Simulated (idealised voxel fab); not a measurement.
You're looking at the process module voxel self aligned contacts.
FYI the section here is cut, 245 nm wide, cells are 5 nm squares.
Heads up, the way a cross-section reads in here is a grid of square cells, handed over as bands from the top down, with every band being one or more rows of cells. What a band's entry tells you: where the top is and where the bottom is, as heights in nm, and after that what lies inside, material by material from left to right, each with its width in nm. Empty space is written as the word "empty", and a single material marked with the word "everywhere" occupies the band from edge to edge. Counting heights begins at 0, where everything beneath is, in the wafer as received, one material. The lowest band has no bottom; it goes on downwards, as "from 0 down" shows. When a width is written as two numbers, as in "30 to 40", the first number is the width in the top row of cells of the band and the second is the width in its bottom row, and the width changes by the same amount from each row to the next. Step marked "nothing got changed"? Then no cell in the cross-section changed in it. Heads up: "Listed closed voids" only lists the empty pockets with no open path to the top that are 8 cells or more, and it writes them as width x height at distance, distance from the left edge, in nm. Where a step's line continues beyond its settings, the continuation is a remark by the simulator itself on that step. "overlay nm" answers the question of how far to the right of plan the mask lay on a step that has a mask, and when it is negative the answer is to the left.
## Intended process steps
| 1 | RECEIVE: material Si |
| 2 | CONFORMAL_DEP: material SiO2, thk nm 5 |
| 3 | DIRECTIONAL_DEP: material polySi, thk nm 30 |
| 4 | DIRECTIONAL_DEP: material SiN, thk nm 20 |
| 5 | PATTERN: tone cover, mask id GATE, material resist, width nm 30, pitch nm 70, thk nm 20, overlay nm 0 |
| 6 | DIRECTIONAL_ETCH: etch materials SiN, depth nm 20 |
| 7 | DIRECTIONAL_ETCH: etch materials polySi, depth nm 30 |
| 8 | STRIP: etch materials resist |
| 9 | CONFORMAL_DEP: material SiN, thk nm 10 |
| 10 | DIRECTIONAL_ETCH: etch materials SiN, depth nm 10 |
| 11 | FILL_DEP: material SiO2, thk nm 10 |
| 12 | CMP: height nm 60 |
| 13 | PATTERN: tone open, mask id CONTACT, material resist, width nm 50, pitch nm 70, thk nm 20, overlay nm 0 |
| 14 | DIRECTIONAL_ETCH: etch materials SiO2, depth nm 60 |
| 15 | STRIP: etch materials resist |
| 16 | CONFORMAL_DEP: material TiN, thk nm 5 |
| 17 | FILL_DEP: material Ru, thk nm 5 |
| 18 | CMP: height nm 60 |
| 19 | CONFORMAL_DEP: material SiCN, thk nm 5 |
## Received-state cross-section, reflecting completion of step 1
- from 0 down | Si everywhere
- Listed closed voids: none
## First of two wafers: cross-section at end of module, run per plan
- from 65 to 60 | SiCN everywhere
- from 60 to 55 | SiO2: 60 / TiN: 20 / Ru: 10 / TiN: 20 / SiO2: 20 / TiN: 20 / Ru: 10 / TiN: 20 / SiO2: 65
- from 55 to 35 | SiO2: 25 / SiN: 50 / TiN: 5 / Ru: 10 / TiN: 5 / SiN: 50 / TiN: 5 / Ru: 10 / TiN: 5 / SiN: 50 / SiO2: 30
- from 35 to 5 | SiO2: 25 / SiN: 10 / polySi: 30 / SiN: 10 / TiN: 5 / Ru: 10 / TiN: 5 / SiN: 10 / polySi: 30 / SiN: 10 / TiN: 5 / Ru: 10 / TiN: 5 / SiN: 10 / polySi: 30 / SiN: 10 / SiO2: 30
- from 5 to 0 | SiO2: 75 / TiN: 20 / SiO2: 50 / TiN: 20 / SiO2: 80
- from 0 down | Si everywhere
- Listed closed voids: none
## Wafer two, sectioned after the module: the first wafer's start, the first wafer's plan, and one mistake in how it was run
- from 65 to 60 | SiCN everywhere
- from 60 to 55 | SiO2: 65 / TiN: 15 / Ru: 10 / TiN: 20 / SiO2: 25 / TiN: 15 / Ru: 10 / TiN: 20 / SiO2: 65
- from 55 to 35 | SiO2: 25 / SiN: 50 / TiN: 5 / Ru: 10 / TiN: 5 / SiN: 50 / TiN: 5 / Ru: 10 / TiN: 5 / SiN: 50 / SiO2: 30
- from 35 to 5 | SiO2: 25 / SiN: 10 / polySi: 30 / SiN: 10 / TiN: 5 / Ru: 10 / TiN: 5 / SiN: 10 / polySi: 30 / SiN: 10 / TiN: 5 / Ru: 10 / TiN: 5 / SiN: 10 / polySi: 30 / SiN: 10 / SiO2: 30
- from 5 to 0 | SiO2: 75 / TiN: 20 / SiO2: 50 / TiN: 20 / SiO2: 80
- from 0 down | Si everywhere
- Listed closed voids: none
It is concluded that the wafer was processed incorrectly with respect to the plan, in that step 13 was processed under conditions differing from the plan, specifically as PATTERN: tone open, mask id CONTACT, material resist, width nm 45, pitch nm 70, thk nm 20, overlay nm 0
at the end the second wafer has, in cells: SiO2: 2 more | TiN: 2 fewer
